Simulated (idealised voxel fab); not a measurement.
Documented hereafter: the process module known as voxel self aligned vias.
FYI the section here is cut, 235 nm wide, cells are 5 nm squares.
Cross-sections here: square-cell grids, written as top-down lists of bands, a band being one or more rows of cells.
Quick guide to a band line: top height, bottom height (nm) up front; then every material left to right with its width in nm. Only one material and it's marked "everywhere"? Then it fills the band edge to edge. And "empty" just means empty space.
All heights in this document are referenced to 0, defined as the level beneath which the wafer, as received, consists entirely of one material. The lowest band is not bounded below; it extends indefinitely downward and is written in the form "from 0 down".
So if you see something like "30 to 40" for the width, read it as the top row of the band sitting at the first number and the bottom row at the second, with every row in between moving by the same amount as the last.
No cell of the cross-section changed in a step that is given as "everything unchanged".
Entry "Closed void entries". Content: empty spaces with no open connection to the top, size 8 cells or greater. Each: width x height at distance. Distance: from left edge. Unit: nm.
Read whatever lies past the settings on a step's line as the simulator's own remark about the step.
Among the settings permitted on a step's line is "overlay nm"; applied to a step with a mask, it specifies the extent to which the mask lay to the right of its planned position, whereas a negative figure signifies a position to the left.

-- List of planned process steps
step 1: RECEIVE with material Si
step 2: CONFORMAL_DEP with material SiO2, thk nm 10
step 3: CONFORMAL_DEP with material SiCN, thk nm 5
step 4: DIRECTIONAL_DEP with material lowk, thk nm 30
step 5: DIRECTIONAL_DEP with material aC, thk nm 10
step 6: PATTERN with tone open, mask id LINES, material resist, width nm 20, pitch nm 45, thk nm 25, overlay nm 0
step 7: DIRECTIONAL_ETCH with etch materials aC, depth nm 10
step 8: STRIP with etch materials resist
step 9: DIRECTIONAL_ETCH with etch materials lowk, depth nm 30
step 10: STRIP with etch materials aC
step 11: CONFORMAL_DEP with material TiN, thk nm 5
step 12: FILL_DEP with material W, thk nm 5
step 13: CMP with height nm 45
step 14: SELECTIVE_ETCH with etch materials W Ru TiN, depth nm 10
step 15: FILL_DEP with material SiN, thk nm 10
step 16: CMP with height nm 45
step 17: DIRECTIONAL_DEP with material lowk, thk nm 20
step 18: MASKED_ETCH with tone open, mask id VIAS, width nm 30, etch materials lowk, depth nm 20, overlay nm 0
step 19: MASKED_ETCH with tone open, mask id VIAS, width nm 30, etch materials SiN, depth nm 10, overlay nm 0
step 20: CONFORMAL_DEP with material TiN, thk nm 5
step 21: FILL_DEP with material Cu, thk nm 5
step 22: CMP with height nm 65
step 23: CONFORMAL_DEP with material SiCN, thk nm 5

-- Run as planned: first of two wafers

-- Incoming wafer in cross-section (state: after step 1)
* from 0 down = Si everywhere
* Closed void entries: none

-- Wafer section view after processing step 2
* from 10 to 0 = SiO2 everywhere
* Whatever lies below 0 is exactly as it was before.

-- Wafer section view after processing step 3
* from 15 to 10 = SiCN everywhere
* Whatever lies below 10 is exactly as it was before.

-- Wafer section view after processing step 4
* from 45 to 15 = lowk everywhere
* Whatever lies below 15 is exactly as it was before.

-- Wafer section view after processing step 5
* from 55 to 45 = aC everywhere
* Whatever lies below 45 is exactly as it was before.

-- Wafer section view after processing step 6
* from 80 to 55 = resist: 85  empty: 20  resist: 25  empty: 20  resist: 85
* Whatever lies below 55 is exactly as it was before.

-- Wafer section view after processing step 7
* from 70 to 55 = resist: 85  empty: 20  resist: 25  empty: 20  resist: 85
* from 55 to 45 = aC: 85  empty: 20  aC: 25  empty: 20  aC: 85
* Whatever lies below 45 is exactly as it was before.

-- Wafer section view after processing step 8
* from 55 to 45 = aC: 85  empty: 20  aC: 25  empty: 20  aC: 85
* Whatever lies below 45 is exactly as it was before.

-- Wafer section view after processing step 9
* from 55 to 45 = aC: 85  empty: 20  aC: 25  empty: 20  aC: 85
* from 45 to 15 = lowk: 85  empty: 20  lowk: 25  empty: 20  lowk: 85
* Whatever lies below 15 is exactly as it was before.

-- Wafer section view after processing step 10
* from 45 to 15 = lowk: 85  empty: 20  lowk: 25  empty: 20  lowk: 85
* Whatever lies below 15 is exactly as it was before.

-- Wafer section view after processing step 11
* from 50 to 45 = TiN: 90  empty: 10  TiN: 35  empty: 10  TiN: 90
* from 45 to 20 = lowk: 85  TiN: 5  empty: 10  TiN: 5  lowk: 25  TiN: 5  empty: 10  TiN: 5  lowk: 85
* from 20 to 15 = lowk: 85  TiN: 20  lowk: 25  TiN: 20  lowk: 85
* Whatever lies below 15 is exactly as it was before.

-- Wafer section view after processing step 12
* from 55 to 50 = W everywhere
* from 50 to 45 = TiN: 90  W: 10  TiN: 35  W: 10  TiN: 90
* from 45 to 20 = lowk: 85  TiN: 5  W: 10  TiN: 5  lowk: 25  TiN: 5  W: 10  TiN: 5  lowk: 85
* Whatever lies below 20 is exactly as it was before.

-- Wafer section view after processing step 13
* from 45 to 20 = lowk: 85  TiN: 5  W: 10  TiN: 5  lowk: 25  TiN: 5  W: 10  TiN: 5  lowk: 85
* Whatever lies below 20 is exactly as it was before.

-- Wafer section view after processing step 14
* from 45 to 35 = lowk: 85  empty: 20  lowk: 25  empty: 20  lowk: 85
* Whatever lies below 35 is exactly as it was before.

-- Wafer section view after processing step 15
* from 55 to 45 = SiN everywhere
* from 45 to 35 = lowk: 85  SiN: 20  lowk: 25  SiN: 20  lowk: 85
* Whatever lies below 35 is exactly as it was before.

-- Wafer section view after processing step 16
* from 45 to 35 = lowk: 85  SiN: 20  lowk: 25  SiN: 20  lowk: 85
* Whatever lies below 35 is exactly as it was before.

-- Wafer section view after processing step 17
* from 65 to 45 = lowk everywhere
* Whatever lies below 45 is exactly as it was before.

-- Wafer section view after processing step 18
* from 65 to 45 = lowk: 80  empty: 30  lowk: 125
* Whatever lies below 45 is exactly as it was before.

-- Wafer section view after processing step 19
* from 65 to 45 = lowk: 80  empty: 30  lowk: 125
* from 45 to 35 = lowk: 85  empty: 20  lowk: 25  SiN: 20  lowk: 85
* Whatever lies below 35 is exactly as it was before.

-- Wafer section view after processing step 20
* from 70 to 65 = TiN: 85  empty: 20  TiN: 130
* from 65 to 50 = lowk: 80  TiN: 5  empty: 20  TiN: 5  lowk: 125
* from 50 to 45 = lowk: 80  TiN: 10  empty: 10  TiN: 10  lowk: 125
* from 45 to 40 = lowk: 85  TiN: 5  empty: 10  TiN: 5  lowk: 25  SiN: 20  lowk: 85
* from 40 to 35 = lowk: 85  TiN: 20  lowk: 25  SiN: 20  lowk: 85
* Whatever lies below 35 is exactly as it was before.

-- Wafer section view after processing step 21
* from 75 to 70 = Cu everywhere
* from 70 to 65 = TiN: 85  Cu: 20  TiN: 130
* from 65 to 50 = lowk: 80  TiN: 5  Cu: 20  TiN: 5  lowk: 125
* from 50 to 45 = lowk: 80  TiN: 10  Cu: 10  TiN: 10  lowk: 125
* from 45 to 40 = lowk: 85  TiN: 5  Cu: 10  TiN: 5  lowk: 25  SiN: 20  lowk: 85
* Whatever lies below 40 is exactly as it was before.

-- Wafer section view after processing step 22
* from 65 to 50 = lowk: 80  TiN: 5  Cu: 20  TiN: 5  lowk: 125
* Whatever lies below 50 is exactly as it was before.

-- Wafer section view after processing step 23
* from 70 to 65 = SiCN everywhere
* Whatever lies below 65 is exactly as it was before.

-- Wafer two: like wafer one in start and plan, but with one mistake in execution; identical up to and including step 17

-- The second wafer cut through, at the time step 18 was supposed to be finished
* from 65 to 45 = lowk: 80  empty: 30  lowk: 125
* from 45 to 35 = lowk: 80  empty: 5  SiN: 20  empty: 5  lowk: 20  SiN: 20  lowk: 85
* from 35 to 25 = lowk: 80  empty: 5  TiN: 5  W: 10  TiN: 5  empty: 5  lowk: 20  TiN: 5  W: 10  TiN: 5  lowk: 85
* Whatever lies below 25 is exactly as it was before.

-- The second wafer cut through, at the time step 19 was supposed to be finished
* from 65 to 45 = lowk: 80  empty: 30  lowk: 125
* from 45 to 35 = lowk: 80  empty: 30  lowk: 20  SiN: 20  lowk: 85
* Whatever lies below 35 is exactly as it was before.

-- The second wafer cut through, at the time step 20 was supposed to be finished
* from 70 to 65 = TiN: 85  empty: 20  TiN: 130
* from 65 to 45 = lowk: 80  TiN: 5  empty: 20  TiN: 5  lowk: 125
* from 45 to 40 = lowk: 80  TiN: 5  empty: 20  TiN: 5  lowk: 20  SiN: 20  lowk: 85
* from 40 to 35 = lowk: 80  TiN: 30  lowk: 20  SiN: 20  lowk: 85
* from 35 to 25 = lowk: 80  TiN: 10  W: 10  TiN: 10  lowk: 20  TiN: 5  W: 10  TiN: 5  lowk: 85
* Whatever lies below 25 is exactly as it was before.

-- The second wafer cut through, at the time step 21 was supposed to be finished
* from 75 to 70 = Cu everywhere
* from 70 to 65 = TiN: 85  Cu: 20  TiN: 130
* from 65 to 45 = lowk: 80  TiN: 5  Cu: 20  TiN: 5  lowk: 125
* from 45 to 40 = lowk: 80  TiN: 5  Cu: 20  TiN: 5  lowk: 20  SiN: 20  lowk: 85
* Whatever lies below 40 is exactly as it was before.

-- The second wafer cut through, at the time step 22 was supposed to be finished
* from 65 to 45 = lowk: 80  TiN: 5  Cu: 20  TiN: 5  lowk: 125
* Whatever lies below 45 is exactly as it was before.

-- The second wafer cut through, at the time step 23 was supposed to be finished
* from 70 to 65 = SiCN everywhere
* Whatever lies below 65 is exactly as it was before.
What went wrong in running the wafer? twice, step 18 of the plan was run
Materials where the second wafer ends with more or fewer cells than the first: 4 more of Cu, 4 more of TiN, 8 fewer of lowk
